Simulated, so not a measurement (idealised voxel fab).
process module | voxel wiring stack
cross-section cut | 300 nm wide | cells 5 nm
A cross-section is a grid of square cells, given in bands from the top down. A band is one or more rows of cells.
Each band's line starts with the height of the band's top and of its bottom, in nm. Then come its materials from left to right, each with its width in nm. One material with "throughout" fills the band from edge to edge. "air" is empty space.
Height 0 is the level under which the wafer as received is all one material. The lowest band goes on downwards, as in "0 down".
A width such as "30 to 40" changes by the same amount from each row of cells to the next, from the band's top row to its bottom row.
"no change" after a step means that no cell of the cross-section changed.
closed voids: empty space of 8 cells or more with no open way to the top, each as width x height at its distance from the left edge, in nm
after a step's settings: what the simulator itself notes on the step
overlay nm, on a step with a mask: how far to the right of its planned place the mask lay; to the left if negative
plan
1 op RECEIVE | material Si
2 op CONFORMAL_DEP | material SiO2 | thk nm 10
3 op DIRECTIONAL_DEP | material TiN | thk nm 5
4 op DIRECTIONAL_DEP | material W | thk nm 15
5 op PATTERN | tone cover | mask id METAL_1 | material resist | width nm 30 | pitch nm 50 | thk nm 20 | overlay nm 0
6 op DIRECTIONAL_ETCH | etch materials W | depth nm 15
7 op DIRECTIONAL_ETCH | etch materials TiN | depth nm 5
8 op STRIP | etch materials resist
9 op FILL_DEP | material lowk | thk nm 10
10 op CMP | height nm 30
11 op CONFORMAL_DEP | material SiCN | thk nm 5
12 op DIRECTIONAL_DEP | material lowk | thk nm 10
13 op PATTERN | tone open | mask id PLUG_1 | material resist | width nm 15 | pitch nm 50 | thk nm 20 | overlay nm 0
14 op DIRECTIONAL_ETCH | etch materials lowk | depth nm 10
15 op DIRECTIONAL_ETCH | etch materials SiCN | depth nm 5
16 op STRIP | etch materials resist
17 op EPI | material Ru | thk nm 10
18 op EPI | material Ru | thk nm 5
19 op CONFORMAL_DEP | material SiCN | thk nm 5
20 op DIRECTIONAL_DEP | material SiO2 | thk nm 15
21 op DIRECTIONAL_DEP | material aC | thk nm 10
22 op PATTERN | tone open | mask id METAL_2 | material resist | width nm 30 | pitch nm 50 | thk nm 30 | overlay nm 0
23 op DIRECTIONAL_ETCH | etch materials aC | depth nm 10
24 op STRIP | etch materials resist
25 op DIRECTIONAL_ETCH | etch materials SiO2 | depth nm 15
26 op DIRECTIONAL_ETCH | etch materials SiCN | depth nm 5
27 op STRIP | etch materials aC
28 op CONFORMAL_DEP | material TiN | thk nm 5
29 op FILL_DEP | material Ru | thk nm 10
30 op CMP | height nm 65
31 op EPI | material Ru | thk nm 5
32 op FILL_DEP | material SiCN | thk nm 5
varied across the wafers: thk nm of step 11. The plan shows the first wafer's value. All wafers start alike
first wafer as received, after step 1
  0 down: Si throughout
  closed voids: none
each wafer at the end: cells of each material gained (+) or lost (-) since it was received, then its closed voids
thk nm 5 | +87 Ru | +189 SiCN | +246 SiO2 | +54 TiN | +54 W | +270 lowk | closed voids: none
thk nm 10 | +48 Ru | +267 SiCN | +204 SiO2 | +57 TiN | +54 W | +270 lowk | closed voids: none
thk nm 15 | +36 Ru | +327 SiCN | +162 SiO2 | +51 TiN | +54 W | +270 lowk | closed voids: none
thk nm 20 | +24 Ru | +387 SiCN | +120 SiO2 | +45 TiN | +54 W | +270 lowk | closed voids: none
